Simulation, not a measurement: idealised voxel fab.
process module | voxel spacer lines
Section cut is 185 nm wide and gridded with 5 nm square cells.
A cross-section is written here as square cells arranged in a grid, and it is given in bands from the top down, each band taking up one or more rows of cells.
Per band: top height and bottom height in nm, followed by the left-to-right materials and their widths in nm; "throughout" marks a single material spanning edge to edge, "blank" marks empty space.
Below 0: as-received wafer, all one material; heights counted from there. Lowest band: no bottom, goes on down, written "0 and below".
A two-number width, for instance "30->40", indicates that the width is equal to the first number in the top row of the band and to the second number in the bottom row, and that it changes by a constant amount per row of cells.
Step note "left unchanged" = no cross-section cell changed.
The label "Sealed void list" introduces a list of the empty spaces, 8 cells or larger, that have no open way up to the top; each entry in it reads width x height at distance, where the distance is taken from the left edge and all three are stated in nm.
It should be noted that, on the line of a given step, the content following the step's settings is a remark produced by the simulator itself with respect to that step.
For masked steps, "overlay nm" on the step line gives how far right of plan the mask actually lay; a minus sign means it lay to the left.
-- These are the steps we planned for the process
1,RECEIVE, material Si
2,CONFORMAL_DEP, material Al2O3, thk nm 10
3,DIRECTIONAL_DEP, material W, thk nm 15
4,DIRECTIONAL_DEP, material aC, thk nm 20
5,PATTERN, tone cover, mask id MANDREL, material resist, width nm 15, pitch nm 50, thk nm 30, overlay nm 0
6,DIRECTIONAL_ETCH, etch materials aC, depth nm 20
7,STRIP, etch materials resist
8,CONFORMAL_DEP, material SiN, thk nm 10
9,DIRECTIONAL_ETCH, etch materials SiN, depth nm 10
10,STRIP, etch materials aC
11,DIRECTIONAL_ETCH, etch materials W, depth nm 15
12,STRIP, etch materials SiN
13,FILL_DEP, material SiO2, thk nm 10
14,CMP, height nm 25
-- As-received state of the wafer in cross-section, equivalent to post-step 1
> 0 and below  Si throughout
> Sealed void list: none
-- Cross-section: first of two wafers, module finished, run according to plan
> 25 down to 10  SiO2: 25 / W: 10 / SiO2: 15 / W: 10 / SiO2: 15 / W: 10 / SiO2: 15 / W: 10 / SiO2: 15 / W: 10 / SiO2: 15 / W: 10 / SiO2: 25
> 10 down to 0  Al2O3 throughout
> 0 and below  Si throughout
> Sealed void list: none
-- Now the second wafer, cross-sectioned at the end of the module. Nothing different at the start, nothing different in the plan compared with the first, just one mistake when it was actually run
> 25 down to 10  SiO2: 20 / W: 10 / SiO2: 25 / W: 10 / SiO2: 5 / W: 10 / SiO2: 25 / W: 10 / SiO2: 5 / W: 10 / SiO2: 25 / W: 10 / SiO2: 20
> 10 down to 0  Al2O3 throughout
> 0 and below  Si throughout
> Sealed void list: none
Where did the run depart from the plan? step 5: run off-plan, actual operation and settings PATTERN, tone cover, mask id MANDREL, material resist, width nm 25, pitch nm 50, thk nm 30, overlay nm 0
Both wafers, final: cells per material equal; arrangement not.
